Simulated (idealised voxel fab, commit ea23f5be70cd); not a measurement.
process module | voxel quadruple lines
FYI the section here is cut, 290 nm wide, cells are 5 nm squares.
For the purposes of this document, a cross-section shall be understood as a grid of square cells, specified as bands listed in top-to-bottom order, each band consisting of one or more rows of cells.
Per band: top height and bottom height in nm, followed by the left-to-right materials and their widths in nm; "throughout" marks a single material spanning edge to edge, "blank" marks empty space.
Where do heights start? At 0: under that level the wafer as delivered is made of one material only. And the lowest band has no floor; it just carries on downward, as in "0..down".
A width given as "30->40" starts at the first number in the band's top row and ends at the second number in its bottom row, shifting by an equal amount at every step from row to row.
Any step labelled "nothing altered" changed none of the cells in the cross-section.
"Trapped voids" - sealed voids, min. 8 cells, no opening to top; format: width x height at distance (distance from left edge; nm throughout).
On each step's line, the part that comes after the settings is the simulator's own comment on the step.
overlay nm: mask right of planned place by this much (step with mask). Neg. = left.
### The steps planned for the process are as follows
1. RECEIVE with material Si
2. CONFORMAL_DEP with material SiO2, thk nm 10
3. DIRECTIONAL_DEP with material W, thk nm 10
4. DIRECTIONAL_DEP with material polySi, thk nm 15
5. DIRECTIONAL_DEP with material aC, thk nm 25
6. PATTERN with tone cover, mask id MANDREL, material resist, width nm 30, thk nm 30, overlay nm 0
7. DIRECTIONAL_ETCH with etch materials aC, depth nm 25
8. STRIP with etch materials resist
9. CONFORMAL_DEP with material SiO2, thk nm 10
10. DIRECTIONAL_ETCH with etch materials SiO2, depth nm 10
11. STRIP with etch materials aC
12. DIRECTIONAL_ETCH with etch materials polySi, depth nm 15
13. STRIP with etch materials SiO2
14. CONFORMAL_DEP with material SiCN, thk nm 10
15. DIRECTIONAL_ETCH with etch materials SiCN, depth nm 10
16. STRIP with etch materials polySi
17. DIRECTIONAL_ETCH with etch materials W, depth nm 10
18. STRIP with etch materials SiCN
### So, the first of our two wafers, run just as we planned it
### As-received state of the wafer in cross-section, equivalent to post-step 1
    0..down: Si throughout
    Trapped voids: none
### After step 2, in cross-section
    10..0: SiO2 throughout
    No changes below 0.
### After step 3, in cross-section
    20..10: W throughout
    No changes below 10.
### After step 4, in cross-section
    35..20: polySi throughout
    No changes below 20.
### After step 5, in cross-section
    60..35: aC throughout
    No changes below 35.
### After step 6, in cross-section
    90..60: 130 of blank, then 30 of resist, then 130 of blank
    No changes below 60.
### After step 7, in cross-section
    65..60: 130 of blank, then 30 of resist, then 130 of blank
    60..35: 130 of blank, then 30 of aC, then 130 of blank
    No changes below 35.
### After step 8, in cross-section
    60..35: 130 of blank, then 30 of aC, then 130 of blank
    No changes below 35.
### After step 9, in cross-section
    70..60: 120 of blank, then 50 of SiO2, then 120 of blank
    60..45: 120 of blank, then 10 of SiO2, then 30 of aC, then 10 of SiO2, then 120 of blank
    45..35: 130 of SiO2, then 30 of aC, then 130 of SiO2
    No changes below 35.
### After step 10, in cross-section
    60..35: 120 of blank, then 10 of SiO2, then 30 of aC, then 10 of SiO2, then 120 of blank
    No changes below 35.
### After step 11, in cross-section
    60..35: 120 of blank, then 10 of SiO2, then 30 of blank, then 10 of SiO2, then 120 of blank
    No changes below 35.
### After step 12, in cross-section
    60..35: 120 of blank, then 10 of SiO2, then 30 of blank, then 10 of SiO2, then 120 of blank
    35..20: 120 of blank, then 10 of polySi, then 30 of blank, then 10 of polySi, then 120 of blank
    No changes below 20.
### After step 13, in cross-section
    35..20: 120 of blank, then 10 of polySi, then 30 of blank, then 10 of polySi, then 120 of blank
    No changes below 20.
### After step 14, in cross-section
    45..35: 110 of blank, then 30 of SiCN, then 10 of blank, then 30 of SiCN, then 110 of blank
    35..30: 110 of blank, then 10 of SiCN, then 10 of polySi, then 10 of SiCN, then 10 of blank, then 10 of SiCN, then 10 of polySi, then 10 of SiCN, then 110 of blank
    30..20: 120 of SiCN, then 10 of polySi, then 30 of SiCN, then 10 of polySi, then 120 of SiCN
    No changes below 20.
### After step 15, in cross-section
    35..20: 110 of blank, then 10 of SiCN, then 10 of polySi, then 10 of SiCN, then 10 of blank, then 10 of SiCN, then 10 of polySi, then 10 of SiCN, then 110 of blank
    No changes below 20.
### After step 16, in cross-section
    35..20: 110 of blank, then 10 of SiCN, then 10 of blank, then 10 of SiCN, then 10 of blank, then 10 of SiCN, then 10 of blank, then 10 of SiCN, then 110 of blank
    No changes below 20.
### After step 17, in cross-section
    35..20: 110 of blank, then 10 of SiCN, then 10 of blank, then 10 of SiCN, then 10 of blank, then 10 of SiCN, then 10 of blank, then 10 of SiCN, then 110 of blank
    20..10: 110 of blank, then 10 of W, then 10 of blank, then 10 of W, then 10 of blank, then 10 of W, then 10 of blank, then 10 of W, then 110 of blank
    No changes below 10.
### After step 18, in cross-section
    20..10: 110 of blank, then 10 of W, then 10 of blank, then 10 of W, then 10 of blank, then 10 of W, then 10 of blank, then 10 of W, then 110 of blank
    No changes below 10.
### Second wafer, same starting state and plan as the first, one mistake in the run, identical through step 2
### Second wafer cross-section, taken as of the time the plan sets for step 3 to be done
    25..10: polySi throughout
    No changes below 10.
### Second wafer cross-section, taken as of the time the plan sets for step 4 to be done
    35..25: W throughout
    No changes below 25.
### Second wafer cross-section, taken as of the time the plan sets for step 5 to be done
    60..35: aC throughout
    No changes below 35.
### Second wafer cross-section, taken as of the time the plan sets for step 6 to be done
    90..60: 130 of blank, then 30 of resist, then 130 of blank
    No changes below 60.
### Second wafer cross-section, taken as of the time the plan sets for step 7 to be done
    65..60: 130 of blank, then 30 of resist, then 130 of blank
    60..35: 130 of blank, then 30 of aC, then 130 of blank
    No changes below 35.
### Second wafer cross-section, taken as of the time the plan sets for step 8 to be done
    60..35: 130 of blank, then 30 of aC, then 130 of blank
    No changes below 35.
### Second wafer cross-section, taken as of the time the plan sets for step 9 to be done
    70..60: 120 of blank, then 50 of SiO2, then 120 of blank
    60..45: 120 of blank, then 10 of SiO2, then 30 of aC, then 10 of SiO2, then 120 of blank
    45..35: 130 of SiO2, then 30 of aC, then 130 of SiO2
    No changes below 35.
### Second wafer cross-section, taken as of the time the plan sets for step 10 to be done
    60..35: 120 of blank, then 10 of SiO2, then 30 of aC, then 10 of SiO2, then 120 of blank
    No changes below 35.
### Second wafer cross-section, taken as of the time the plan sets for step 11 to be done
    60..35: 120 of blank, then 10 of SiO2, then 30 of blank, then 10 of SiO2, then 120 of blank
    No changes below 35.
Second wafer cross-section, taken as of the time the plan sets for step 12 to be done: nothing altered
### Second wafer cross-section, taken as of the time the plan sets for step 13 to be done
    35..25: W throughout
    No changes below 25.
### Second wafer cross-section, taken as of the time the plan sets for step 14 to be done
    45..35: SiCN throughout
    No changes below 35.
### Second wafer cross-section, taken as of the time the plan sets for step 15 to be done
    35..25: W throughout
    No changes below 25.
Second wafer cross-section, taken as of the time the plan sets for step 16 to be done: nothing altered
### Second wafer cross-section, taken as of the time the plan sets for step 17 to be done
    25..10: polySi throughout
    No changes below 10.
Second wafer cross-section, taken as of the time the plan sets for step 18 to be done: nothing altered
Run error: mixed up steps 3 and 4 - ran each in the other's place
The closing comparison, in cells, has the second wafer with more or fewer of some materials than the first: W: 16 fewer, polySi: 174 more
